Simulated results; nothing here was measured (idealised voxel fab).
process module | voxel self aligned vias
cross-section cut | 145 nm wide | cells 5 nm
A cross-section is a grid of square cells, given in bands from the top down. A band is one or more rows of cells.
Each band's line starts with the height of the band's top and of its bottom, in nm. Then come its materials from left to right, each with its width in nm. One material with "throughout" fills the band from edge to edge. "air" is empty space.
Height 0 is the level under which the wafer as received is all one material. The lowest band goes on downwards, as in "0 down".
A width such as "30 to 40" changes by the same amount from each row of cells to the next, from the band's top row to its bottom row.
"no change" after a step means that no cell of the cross-section changed.
closed voids: empty space of 8 cells or more with no open way to the top, each as width x height at its distance from the left edge, in nm
after a step's settings: what the simulator itself notes on the step
overlay nm, on a step with a mask: how far to the right of its planned place the mask lay; to the left if negative
plan
1 op RECEIVE | material Si
2 op CONFORMAL_DEP | material SiO2 | thk nm 15
3 op CONFORMAL_DEP | material SiCN | thk nm 5
4 op DIRECTIONAL_DEP | material SiO2 | thk nm 20
5 op DIRECTIONAL_DEP | material aC | thk nm 15
6 op PATTERN | tone open | mask id LINES | material resist | width nm 25 | pitch nm 65 | thk nm 35 | overlay nm 0
7 op DIRECTIONAL_ETCH | etch materials aC | depth nm 15
8 op STRIP | etch materials resist
9 op DIRECTIONAL_ETCH | etch materials SiO2 | depth nm 20
10 op STRIP | etch materials aC
11 op CONFORMAL_DEP | material TiN | thk nm 5
12 op FILL_DEP | material Ru | thk nm 5
13 op CMP | height nm 40
14 op SELECTIVE_ETCH | etch materials W Ru TiN | depth nm 5
15 op FILL_DEP | material SiN | thk nm 5
16 op CMP | height nm 40
17 op DIRECTIONAL_DEP | material SiO2 | thk nm 20
18 op DIRECTIONAL_DEP | material aC | thk nm 10
19 op PATTERN | tone open | mask id VIAS | material resist | width nm 45 | thk nm 25 | overlay nm 0
20 op DIRECTIONAL_ETCH | etch materials aC | depth nm 10
21 op STRIP | etch materials resist
22 op DIRECTIONAL_ETCH | etch materials SiO2 | depth nm 20
23 op DIRECTIONAL_ETCH | etch materials SiN | depth nm 5
24 op STRIP | etch materials aC
25 op CONFORMAL_DEP | material TiN | thk nm 5
26 op FILL_DEP | material W | thk nm 10
27 op CMP | height nm 60
28 op CONFORMAL_DEP | material SiN | thk nm 5
as received, after step 1
  0 down: Si throughout
  closed voids: none
first wafer at the end, as planned
  65 to 60: SiN throughout
  60 to 45: SiO2 15 | TiN 5 | W 35 | TiN 5 | SiO2 85
  45 to 40: SiO2 15 | TiN 15 | W 15 | TiN 15 | SiO2 85
  40 to 35: SiO2 25 | TiN 25 | SiO2 40 | SiN 25 | SiO2 30
  35 to 25: SiO2 25 | TiN 5 | Ru 15 | TiN 5 | SiO2 40 | TiN 5 | Ru 15 | TiN 5 | SiO2 30
  25 to 20: SiO2 25 | TiN 25 | SiO2 40 | TiN 25 | SiO2 30
  20 to 15: SiCN throughout
  15 to 0: SiO2 throughout
  0 down: Si throughout
  closed voids: none
second wafer at the end: like start, like plan, one mistake
  65 to 60: SiN throughout
  60 to 45: SiO2 15 | TiN 5 | W 35 | TiN 5 | SiO2 85
  45 to 40: SiO2 15 | TiN 20 | W 15 | TiN 10 | SiO2 85
  40 to 35: SiO2 30 | TiN 25 | SiO2 40 | SiN 25 | SiO2 25
  35 to 25: SiO2 30 | TiN 5 | Ru 15 | TiN 5 | SiO2 40 | TiN 5 | Ru 15 | TiN 5 | SiO2 25
  25 to 20: SiO2 30 | TiN 25 | SiO2 40 | TiN 25 | SiO2 25
  20 to 15: SiCN throughout
  15 to 0: SiO2 throughout
  0 down: Si throughout
  closed voids: none
what went wrong: step 6 ran as: op PATTERN | tone open | mask id LINES | material resist | width nm 25 | pitch nm 65 | thk nm 35 | overlay nm 5
at the end the second wafer has, in cells: as many of each material as the first, in other places
